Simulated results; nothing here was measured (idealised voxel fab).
The process module that follows is named voxel gate over fins.
Pictured: cross-section cut, 140 nm wide, on a grid of 5 nm square cells.
Cross-section, as written here: a square-cell grid given band by band from the top down, where a band holds one or more rows of cells.
Band: top height; bottom height; in nm. Then, left to right: material with width in nm, for each material. "edge to edge": a single material spanning edge to edge. "air": empty space.
Measure heights from 0. That's the level where, below it, the as-received wafer is all one material. The lowest band is bottomless and extends downward; write it as in "0 down".
Think of "30->40" as a width that walks from the first number to the second as you go down the band, top row to bottom row, taking equal-sized steps from row to row.
"remains unaltered", as given for a step, is the statement that not any cell of the cross-section underwent a change during that step.
Listed closed voids: empty space of 8 cells or more with no open way to the top, each as width x height at its distance from the left edge, in nm
Whatever follows a step's settings on its line is a remark the simulator itself makes about that step.
When a step includes a mask, the "overlay nm" setting on its line states how far to the right of its planned place that mask lay, and negative values state how far to the left.

[The planned process steps are enumerated hereunder]
1: RECEIVE, material Si
2: CONFORMAL_DEP, material SiN, thk nm 5
3: PATTERN, tone cover, mask id FINS, material resist, width nm 15, pitch nm 40, thk nm 20, overlay nm 0
4: DIRECTIONAL_ETCH, etch materials SiN, depth nm 5
5: DIRECTIONAL_ETCH, etch materials Si, depth nm 40
6: STRIP, etch materials resist
7: FILL_DEP, material SiO2, thk nm 10
8: CMP, height nm 5
9: SELECTIVE_ETCH, etch materials SiO2, depth nm 20
10: STRIP, etch materials SiN
11: CONFORMAL_DEP, material HfO2, thk nm 5
12: CONFORMAL_DEP, material TiN, thk nm 5
13: CONFORMAL_DEP, material TiAl, thk nm 5
14: CONFORMAL_DEP, material TiN, thk nm 5
15: FILL_DEP, material W, thk nm 10
16: CMP, height nm 25
17: CONFORMAL_DEP, material SiCN, thk nm 5

[Delivered wafer in cross-section: state after step 1]
	0 down | Si edge to edge
	Listed closed voids: none

[Cross-sectional result after module completion. Note: starting condition and plan are unchanged from above; one processing mistake was made]
	30 to 25 | SiCN edge to edge
	25 to 20 | W edge to edge
	20 to 15 | TiN edge to edge
	15 to 10 | TiAl edge to edge
	10 to 5 | TiN edge to edge
	5 to 0 | 45 of HfO2, 5 of TiN, 35 of HfO2, 5 of TiN, 50 of HfO2
	0 to -10 | 40 of Si, 5 of HfO2, 5 of TiN, 5 of HfO2, 25 of Si, 5 of HfO2, 5 of TiN, 5 of HfO2, 45 of Si
	-10 to -15 | 40 of Si, 15 of HfO2, 25 of Si, 15 of HfO2, 45 of Si
	-15 to -40 | 40 of Si, 15 of SiO2, 25 of Si, 15 of SiO2, 45 of Si
	-40 down | Si edge to edge
	Listed closed voids: none
Run error: step 3 did not use the planned setting and instead ran as PATTERN, tone open, mask id FINS, material resist, width nm 15, pitch nm 40, thk nm 20, overlay nm 0
